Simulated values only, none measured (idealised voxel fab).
voxel capacitor over wiring: a process module
The figure presents cross-section cut, which has a width of 285 nm and is divided into square cells with an edge length of 5 nm.
A cross-section is a grid of square cells, given in bands from the top down. A band is one or more rows of cells.
Look at the band entry: it leads with the top's height and the bottom's height in nm. Then it lists the materials left to right, with a width in nm for each. The word "all across" on a single material says that material fills the band edge to edge. The word "blank" is empty space.
It should be noted that heights are counted from 0, beneath which the wafer as supplied is of one material throughout, and that the lowest band possesses no lower boundary but continues downward, as written in "top 0, no bottom".
So if you see something like "30..40" for the width, read it as the top row of the band sitting at the first number and the bottom row at the second, with every row in between moving by the same amount as the last.
"identical to before" for a step: no cell of the cross-section changed in that step.
Closed-off voids of 8+ cells (no open route to the top) go in "Fully closed voids", written width x height at distance from the left edge, in nm.
That trailing text on a step's line, after the settings, is the simulator's own remark on the step.
The "overlay nm" setting may appear on a step's line; for a step that uses a mask, it gives how far to the right of its planned position the mask lay, and a negative value indicates the left.

Process steps foreseen in the plan
1. RECEIVE [material Si]
2. CONFORMAL_DEP [material SiO2] [thk nm 10]
3. DIRECTIONAL_DEP [material TiN] [thk nm 5]
4. DIRECTIONAL_DEP [material Ru] [thk nm 25]
5. PATTERN [tone cover] [mask id METAL_1] [material resist] [width nm 20] [pitch nm 75] [thk nm 20] [overlay nm -15]
6. DIRECTIONAL_ETCH [etch materials Ru] [depth nm 25]
7. DIRECTIONAL_ETCH [etch materials TiN] [depth nm 5]
8. STRIP [etch materials resist]
9. CONFORMAL_DEP [material SiN] [thk nm 5]
10. FILL_DEP [material lowk] [thk nm 5]
11. CMP [height nm 40]
12. CONFORMAL_DEP [material SiCN] [thk nm 5]
13. DIRECTIONAL_DEP [material SiO2] [thk nm 20]
14. DIRECTIONAL_DEP [material aC] [thk nm 10]
15. PATTERN [tone open] [mask id PLUG_1] [material resist] [width nm 15] [thk nm 30] [overlay nm 0]
16. DIRECTIONAL_ETCH [etch materials aC] [depth nm 10]
17. STRIP [etch materials resist]
18. DIRECTIONAL_ETCH [etch materials SiO2] [depth nm 20]
19. DIRECTIONAL_ETCH [etch materials SiCN] [depth nm 5]
20. STRIP [etch materials aC]
21. EPI [material Ru] [thk nm 10]
22. EPI [material Ru] [thk nm 10]
23. EPI [material Ru] [thk nm 5]
24. DIRECTIONAL_DEP [material TiN] [thk nm 10]
25. DIRECTIONAL_DEP [material Al2O3] [thk nm 5]
26. DIRECTIONAL_DEP [material TiN] [thk nm 5]
27. DIRECTIONAL_DEP [material aC] [thk nm 15]
28. PATTERN [tone cover] [mask id UPPER_PLATE] [material resist] [width nm 60] [thk nm 35] [overlay nm 0]
29. DIRECTIONAL_ETCH [etch materials aC] [depth nm 15]
30. STRIP [etch materials resist]
31. DIRECTIONAL_ETCH [etch materials TiN] [depth nm 5]
32. DIRECTIONAL_ETCH [etch materials Al2O3] [depth nm 5]
33. STRIP [etch materials aC]
34. MASKED_ETCH [tone cover] [mask id LOWER_PLATE] [width nm 70] [etch materials TiN] [depth nm 10] [overlay nm 0]
35. FILL_DEP [material SiO2] [thk nm 20]
36. CMP [height nm 100]
37. PATTERN [tone open] [mask id PLUG_2] [material resist] [width nm 15] [thk nm 15] [overlay nm 0]
38. DIRECTIONAL_ETCH [etch materials SiO2] [depth nm 15]
39. STRIP [etch materials resist]
40. CONFORMAL_DEP [material TiN] [thk nm 5]
41. FILL_DEP [material Cu] [thk nm 5]
42. CMP [height nm 100]
43. CONFORMAL_DEP [material SiN] [thk nm 5]
Split variable: overlay nm, step 5. Plan value = first wafer. Wafers start alike.

The first of several wafers, as received after step 1, seen in section
	top 0, no bottom | Si all across
	Fully closed voids: none

Here is the cross-section of the first of several wafers at the end of the module, after its last step, step 43
	top 105, bottom 100 | SiN all across
	top 100, bottom 90 | SiO2 110; TiN 5; Cu 5; TiN 5; SiO2 160
	top 90, bottom 80 | SiO2 110..115; TiN 15..45; SiO2 160..125
	top 80, bottom 75 | SiO2 115; Al2O3 45; SiO2 125
	top 75, bottom 65 | SiO2 95; TiN 5; SiO2 15; TiN 50; SiO2 120
	top 65, bottom 60 | SiO2 all across
	top 60, bottom 55 | SiO2 100; TiN 15; SiO2 170
	top 55, bottom 50 | SiO2 100; Al2O3 15; SiO2 170
	top 50, bottom 45 | SiO2 100; TiN 15; SiO2 170
	top 45, bottom 40 | SiCN 100; TiN 15; SiCN 170
	top 40, bottom 15 | lowk 75; SiN 5; Ru 20; SiN 5; lowk 45; SiN 5; Ru 20; SiN 5; lowk 105
	top 15, bottom 10 | SiN 80; TiN 20; SiN 55; TiN 20; SiN 110
	top 10, bottom 0 | SiO2 all across
	top 0, no bottom | Si all across
	Fully closed voids: none

last wafer at the end
	top 105, bottom 100 | SiN all across
	top 100, bottom 90 | SiO2 110; TiN 5; Cu 5; TiN 5; SiO2 160
	top 90, bottom 80 | SiO2 110..100; TiN 15..60; SiO2 160..125
	top 80, bottom 75 | SiO2 100; Al2O3 60; SiO2 125
	top 75, bottom 65 | SiO2 95; TiN 70; SiO2 120
	top 65, bottom 45 | SiO2 100; Ru 15; SiO2 170
	top 45, bottom 40 | SiCN 100; Ru 15; SiCN 170
	top 40, bottom 15 | lowk 105; SiN 5; Ru 20; SiN 5; lowk 45; SiN 5; Ru 20; SiN 5; lowk 75
	top 15, bottom 10 | SiN 110; TiN 20; SiN 55; TiN 20; SiN 80
	top 10, bottom 0 | SiO2 all across
	top 0, no bottom | Si all across
	Fully closed voids: none

Row per wafer, end-of-module: cell gain (+)/loss (-) by material since the wafer came in, then closed voids
overlay nm -15; +12 Al2O3; +2 Cu; +40 Ru; +54 SiCN; +126 SiN; +683 SiO2; +55 TiN; +225 lowk; Fully closed voids: none
overlay nm -10; +12 Al2O3; +2 Cu; +55 Ru; +54 SiCN; +126 SiN; +668 SiO2; +55 TiN; +225 lowk; Fully closed voids: none
overlay nm -5; +12 Al2O3; +2 Cu; +55 Ru; +54 SiCN; +126 SiN; +668 SiO2; +55 TiN; +225 lowk; Fully closed voids: none
overlay nm 0; +12 Al2O3; +2 Cu; +55 Ru; +54 SiCN; +126 SiN; +668 SiO2; +55 TiN; +225 lowk; Fully closed voids: none
overlay nm 5; +12 Al2O3; +2 Cu; +55 Ru; +54 SiCN; +126 SiN; +668 SiO2; +55 TiN; +225 lowk; Fully closed voids: none
overlay nm 10; +12 Al2O3; +2 Cu; +55 Ru; +54 SiCN; +126 SiN; +668 SiO2; +55 TiN; +225 lowk; Fully closed voids: none
overlay nm 15; +12 Al2O3; +2 Cu; +55 Ru; +54 SiCN; +126 SiN; +668 SiO2; +55 TiN; +225 lowk; Fully closed voids: none
